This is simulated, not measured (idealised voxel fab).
process module | voxel tone inversion
cross-section cut | 260 nm wide | cells 5 nm
A cross-section is a grid of square cells, given in bands from the top down. A band is one or more rows of cells.
Each band's line starts with the height of the band's top and of its bottom, in nm. Then come its materials from left to right, each with its width in nm. One material with "throughout" fills the band from edge to edge. "air" is empty space.
Height 0 is the level under which the wafer as received is all one material. The lowest band goes on downwards, as in "0 down".
A width such as "30 to 40" changes by the same amount from each row of cells to the next, from the band's top row to its bottom row.
"no change" after a step means that no cell of the cross-section changed.
closed voids: empty space of 8 cells or more with no open way to the top, each as width x height at its distance from the left edge, in nm
after a step's settings: what the simulator itself notes on the step
overlay nm, on a step with a mask: how far to the right of its planned place the mask lay; to the left if negative
plan
1 op RECEIVE | material Si
2 op CONFORMAL_DEP | material SiCN | thk nm 5
3 op DIRECTIONAL_DEP | material polySi | thk nm 20
4 op PATTERN | tone cover | mask id POSTS | material resist | width nm 20 | pitch nm 40 | thk nm 25 | overlay nm 0
5 op DIRECTIONAL_ETCH | etch materials polySi | depth nm 20
6 op STRIP | etch materials resist
7 op FILL_DEP | material lowk | thk nm 10
8 op CMP | height nm 25
9 op STRIP | etch materials polySi
10 op CONFORMAL_DEP | material TiN | thk nm 5
11 op FILL_DEP | material W | thk nm 5
12 op CMP | height nm 25
13 op CONFORMAL_DEP | material SiN | thk nm 5
as received, after step 1
  0 down: Si throughout
  closed voids: none
first wafer at the end, as planned
  30 to 25: SiN throughout
  25 to 10: lowk 100 | TiN 5 | W 10 | TiN 5 | lowk 20 | TiN 5 | W 10 | TiN 5 | lowk 100
  10 to 5: lowk 100 | TiN 20 | lowk 20 | TiN 20 | lowk 100
  5 to 0: SiCN throughout
  0 down: Si throughout
  closed voids: none
second wafer at the end: like start, like plan, one mistake
  30 to 25: SiN throughout
  25 to 0: SiCN throughout
  0 down: Si throughout
  closed voids: none
what went wrong: step 3 ran as: op DIRECTIONAL_DEP | material SiCN | thk nm 20
at the end the second wafer has, in cells: 208 more of SiCN | 20 fewer of TiN | 12 fewer of W | 176 fewer of lowk
